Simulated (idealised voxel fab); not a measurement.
The process module presented herein is designated voxel capacitor over wiring.
We display cut, a cross-section 275 nm in width whose square cells are each 5 nm.
Each cross-section below is a grid of square cells, stated as bands in top-down order, with one or more rows of cells making up each band.
The entry gives the band's vertical extent as a top height and a bottom height in nm, then its horizontal make-up as materials from left to right, each with a width in nm. "air" stands for empty space; a single material marked "edge to edge" fills the band edge to edge.
It should be noted that heights are counted from 0, beneath which the wafer as supplied is of one material throughout, and that the lowest band possesses no lower boundary but continues downward, as written in "0 down".
Top row gets the first number, bottom row gets the second, and each row in between changes by the same step: that is how a band width like "30->40" works.
"everything unchanged", as given for a step, is the statement that not any cell of the cross-section underwent a change during that step.
Empty spaces counting at least 8 cells and having no open way to the top are listed in "Closed voids list". The notation width x height at distance is used for each, the distance being from the left edge and all three values in nm.
Note: text after step settings on the step line = simulator remark on that step.
A step's line can hold "overlay nm"; with a mask on that step, the setting says how far right of the planned place the mask lay, while a negative setting says it lay to the left.
## Here's what the planned process steps look like
1: RECEIVE,material Si
2: CONFORMAL_DEP,material SiO2,thk nm 15
3: DIRECTIONAL_DEP,material TiN,thk nm 5
4: DIRECTIONAL_DEP,material Ru,thk nm 20
5: MASKED_ETCH,tone cover,mask id METAL_1,width nm 20,pitch nm 90,etch materials Ru,depth nm 20,overlay nm 0
6: MASKED_ETCH,tone cover,mask id METAL_1,width nm 20,pitch nm 90,etch materials TiN,depth nm 5,overlay nm 0
7: FILL_DEP,material SiO2,thk nm 5
8: CMP,height nm 40
9: CONFORMAL_DEP,material SiCN,thk nm 5
10: DIRECTIONAL_DEP,material lowk,thk nm 20
11: PATTERN,tone open,mask id PLUG_1,material resist,width nm 15,thk nm 20,overlay nm 0
12: DIRECTIONAL_ETCH,etch materials lowk,depth nm 20
13: DIRECTIONAL_ETCH,etch materials SiCN,depth nm 5
14: STRIP,etch materials resist
15: CONFORMAL_DEP,material TiN,thk nm 5
16: FILL_DEP,material Cu,thk nm 10
17: CMP,height nm 65
18: DIRECTIONAL_DEP,material TiN,thk nm 10
19: DIRECTIONAL_DEP,material SiN,thk nm 5
20: DIRECTIONAL_DEP,material TiN,thk nm 5
21: MASKED_ETCH,tone cover,mask id UPPER_PLATE,width nm 75,etch materials TiN,depth nm 5,overlay nm 0
22: MASKED_ETCH,tone cover,mask id UPPER_PLATE,width nm 75,etch materials SiN,depth nm 5,overlay nm 0
23: MASKED_ETCH,tone cover,mask id LOWER_PLATE,width nm 85,etch materials TiN,depth nm 10,overlay nm 0
24: FILL_DEP,material SiO2,thk nm 15
25: CMP,height nm 95
26: PATTERN,tone open,mask id PLUG_2,material resist,width nm 15,thk nm 20,overlay nm 0
27: DIRECTIONAL_ETCH,etch materials SiO2,depth nm 10
28: STRIP,etch materials resist
29: CONFORMAL_DEP,material TiN,thk nm 5
30: FILL_DEP,material W,thk nm 5
31: CMP,height nm 95
32: CONFORMAL_DEP,material SiCN,thk nm 5
## What follows covers the first of two wafers; it ran as planned
## Shown in cross-section is the wafer as received, that is, as it stands after step 1
> 0 down | Si edge to edge
> Closed voids list: none
## Cross-section through the wafer, step 2 finished
> 15 to 0 | SiO2 edge to edge
> Under 0: no change, same as before.
## Cross-section through the wafer, step 3 finished
> 20 to 15 | TiN edge to edge
> Under 15: no change, same as before.
## Cross-section through the wafer, step 4 finished
> 40 to 20 | Ru edge to edge
> Under 20: no change, same as before.
## Cross-section through the wafer, step 5 finished
> 40 to 20 | 80 nm air, 20 nm Ru, 70 nm air, 20 nm Ru, 85 nm air
> Under 20: no change, same as before.
## Cross-section through the wafer, step 6 finished
> 40 to 20 | 80 nm air, 20 nm Ru, 70 nm air, 20 nm Ru, 85 nm air
> 20 to 15 | 80 nm air, 20 nm TiN, 70 nm air, 20 nm TiN, 85 nm air
> Under 15: no change, same as before.
## Cross-section through the wafer, step 7 finished
> 45 to 40 | SiO2 edge to edge
> 40 to 20 | 80 nm SiO2, 20 nm Ru, 70 nm SiO2, 20 nm Ru, 85 nm SiO2
> 20 to 15 | 80 nm SiO2, 20 nm TiN, 70 nm SiO2, 20 nm TiN, 85 nm SiO2
> Under 15: no change, same as before.
## Cross-section through the wafer, step 8 finished
> 40 to 20 | 80 nm SiO2, 20 nm Ru, 70 nm SiO2, 20 nm Ru, 85 nm SiO2
> Under 20: no change, same as before.
## Cross-section through the wafer, step 9 finished
> 45 to 40 | SiCN edge to edge
> Under 40: no change, same as before.
## Cross-section through the wafer, step 10 finished
> 65 to 45 | lowk edge to edge
> Under 45: no change, same as before.
## Cross-section through the wafer, step 11 finished
> 85 to 65 | 85 nm resist, 15 nm air, 175 nm resist
> Under 65: no change, same as before.
## Cross-section through the wafer, step 12 finished
> 85 to 65 | 85 nm resist, 15 nm air, 175 nm resist
> 65 to 45 | 85 nm lowk, 15 nm air, 175 nm lowk
> Under 45: no change, same as before.
## Cross-section through the wafer, step 13 finished
> 85 to 65 | 85 nm resist, 15 nm air, 175 nm resist
> 65 to 45 | 85 nm lowk, 15 nm air, 175 nm lowk
> 45 to 40 | 85 nm SiCN, 15 nm air, 175 nm SiCN
> Under 40: no change, same as before.
## Cross-section through the wafer, step 14 finished
> 65 to 45 | 85 nm lowk, 15 nm air, 175 nm lowk
> Under 45: no change, same as before.
## Cross-section through the wafer, step 15 finished
> 70 to 65 | 90 nm TiN, 5 nm air, 180 nm TiN
> 65 to 45 | 85 nm lowk, 5 nm TiN, 5 nm air, 5 nm TiN, 175 nm lowk
> 45 to 40 | 85 nm SiCN, 15 nm TiN, 175 nm SiCN
> Under 40: no change, same as before.
## Cross-section through the wafer, step 16 finished
> 80 to 70 | Cu edge to edge
> 70 to 65 | 90 nm TiN, 5 nm Cu, 180 nm TiN
> 65 to 45 | 85 nm lowk, 5 nm TiN, 5 nm Cu, 5 nm TiN, 175 nm lowk
> Under 45: no change, same as before.
## Cross-section through the wafer, step 17 finished
> 65 to 45 | 85 nm lowk, 5 nm TiN, 5 nm Cu, 5 nm TiN, 175 nm lowk
> Under 45: no change, same as before.
## Cross-section through the wafer, step 18 finished
> 75 to 65 | TiN edge to edge
> Under 65: no change, same as before.
## Cross-section through the wafer, step 19 finished
> 80 to 75 | SiN edge to edge
> Under 75: no change, same as before.
## Cross-section through the wafer, step 20 finished
> 85 to 80 | TiN edge to edge
> Under 80: no change, same as before.
## Cross-section through the wafer, step 21 finished
> 85 to 80 | 85 nm air, 75 nm TiN, 115 nm air
> Under 80: no change, same as before.
## Cross-section through the wafer, step 22 finished
> 85 to 80 | 85 nm air, 75 nm TiN, 115 nm air
> 80 to 75 | 85 nm air, 75 nm SiN, 115 nm air
> Under 75: no change, same as before.
## Cross-section through the wafer, step 23 finished
> 85 to 80 | 85 nm air, 75 nm TiN, 115 nm air
> 80 to 75 | 85 nm air, 75 nm SiN, 115 nm air
> 75 to 65 | 80 nm air, 85 nm TiN, 110 nm air
> Under 65: no change, same as before.
## Cross-section through the wafer, step 24 finished
> 100 to 85 | SiO2 edge to edge
> 85 to 80 | 85 nm SiO2, 75 nm TiN, 115 nm SiO2
> 80 to 75 | 85 nm SiO2, 75 nm SiN, 115 nm SiO2
> 75 to 65 | 80 nm SiO2, 85 nm TiN, 110 nm SiO2
> Under 65: no change, same as before.
## Cross-section through the wafer, step 25 finished
> 95 to 85 | SiO2 edge to edge
> Under 85: no change, same as before.
## Cross-section through the wafer, step 26 finished
> 115 to 95 | 95 nm resist, 15 nm air, 165 nm resist
> Under 95: no change, same as before.
## Cross-section through the wafer, step 27 finished
> 115 to 95 | 95 nm resist, 15 nm air, 165 nm resist
> 95 to 85 | 95 nm SiO2, 15 nm air, 165 nm SiO2
> Under 85: no change, same as before.
## Cross-section through the wafer, step 28 finished
> 95 to 85 | 95 nm SiO2, 15 nm air, 165 nm SiO2
> Under 85: no change, same as before.
## Cross-section through the wafer, step 29 finished
> 100 to 95 | 100 nm TiN, 5 nm air, 170 nm TiN
> 95 to 90 | 95 nm SiO2, 5 nm TiN, 5 nm air, 5 nm TiN, 165 nm SiO2
> 90 to 80 | 95->85 nm SiO2, 15->75 nm TiN, 165->115 nm SiO2
> Under 80: no change, same as before.
## Cross-section through the wafer, step 30 finished
> 105 to 100 | W edge to edge
> 100 to 95 | 100 nm TiN, 5 nm W, 170 nm TiN
> 95 to 90 | 95 nm SiO2, 5 nm TiN, 5 nm W, 5 nm TiN, 165 nm SiO2
> Under 90: no change, same as before.
## Cross-section through the wafer, step 31 finished
> 95 to 90 | 95 nm SiO2, 5 nm TiN, 5 nm W, 5 nm TiN, 165 nm SiO2
> Under 90: no change, same as before.
## Cross-section through the wafer, step 32 finished
> 100 to 95 | SiCN edge to edge
> Under 95: no change, same as before.
## Wafer two. Identical start, identical plan. One mistake in execution. Identical history through step 20
## Second wafer, cross-section, planned end of step 21
> 85 to 80 | 85 nm TiN, 75 nm air, 115 nm TiN
> Under 80: no change, same as before.
Second wafer, cross-section, planned end of step 22: everything unchanged
## Second wafer, cross-section, planned end of step 23
> 85 to 80 | 80 nm air, 5 nm TiN, 75 nm air, 5 nm TiN, 110 nm air
> Under 80: no change, same as before.
## Second wafer, cross-section, planned end of step 24
> 100 to 85 | SiO2 edge to edge
> 85 to 80 | 80 nm SiO2, 5 nm TiN, 75 nm SiO2, 5 nm TiN, 110 nm SiO2
> Under 80: no change, same as before.
## Second wafer, cross-section, planned end of step 25
> 95 to 85 | SiO2 edge to edge
> Under 85: no change, same as before.
## Second wafer, cross-section, planned end of step 26
> 115 to 95 | 95 nm resist, 15 nm air, 165 nm resist
> Under 95: no change, same as before.
## Second wafer, cross-section, planned end of step 27
> 115 to 95 | 95 nm resist, 15 nm air, 165 nm resist
> 95 to 85 | 95 nm SiO2, 15 nm air, 165 nm SiO2
> Under 85: no change, same as before.
## Second wafer, cross-section, planned end of step 28
> 95 to 85 | 95 nm SiO2, 15 nm air, 165 nm SiO2
> Under 85: no change, same as before.
## Second wafer, cross-section, planned end of step 29
> 100 to 95 | 100 nm TiN, 5 nm air, 170 nm TiN
> 95 to 90 | 95 nm SiO2, 5 nm TiN, 5 nm air, 5 nm TiN, 165 nm SiO2
> 90 to 85 | 95 nm SiO2, 15 nm TiN, 165 nm SiO2
> Under 85: no change, same as before.
## Second wafer, cross-section, planned end of step 30
> 105 to 100 | W edge to edge
> 100 to 95 | 100 nm TiN, 5 nm W, 170 nm TiN
> 95 to 90 | 95 nm SiO2, 5 nm TiN, 5 nm W, 5 nm TiN, 165 nm SiO2
> Under 90: no change, same as before.
## Second wafer, cross-section, planned end of step 31
> 95 to 90 | 95 nm SiO2, 5 nm TiN, 5 nm W, 5 nm TiN, 165 nm SiO2
> Under 90: no change, same as before.
## Second wafer, cross-section, planned end of step 32
> 100 to 95 | SiCN edge to edge
> Under 95: no change, same as before.
Short version of what went wrong: step 21 ran as: MASKED_ETCH,tone open,mask id UPPER_PLATE,width nm 75,etch materials TiN,depth nm 5,overlay nm 0
Per the end-of-run cell counts, the second wafer holds more or fewer of some materials than the first: SiN: 40 more; SiO2: 103 fewer; TiN: 63 more
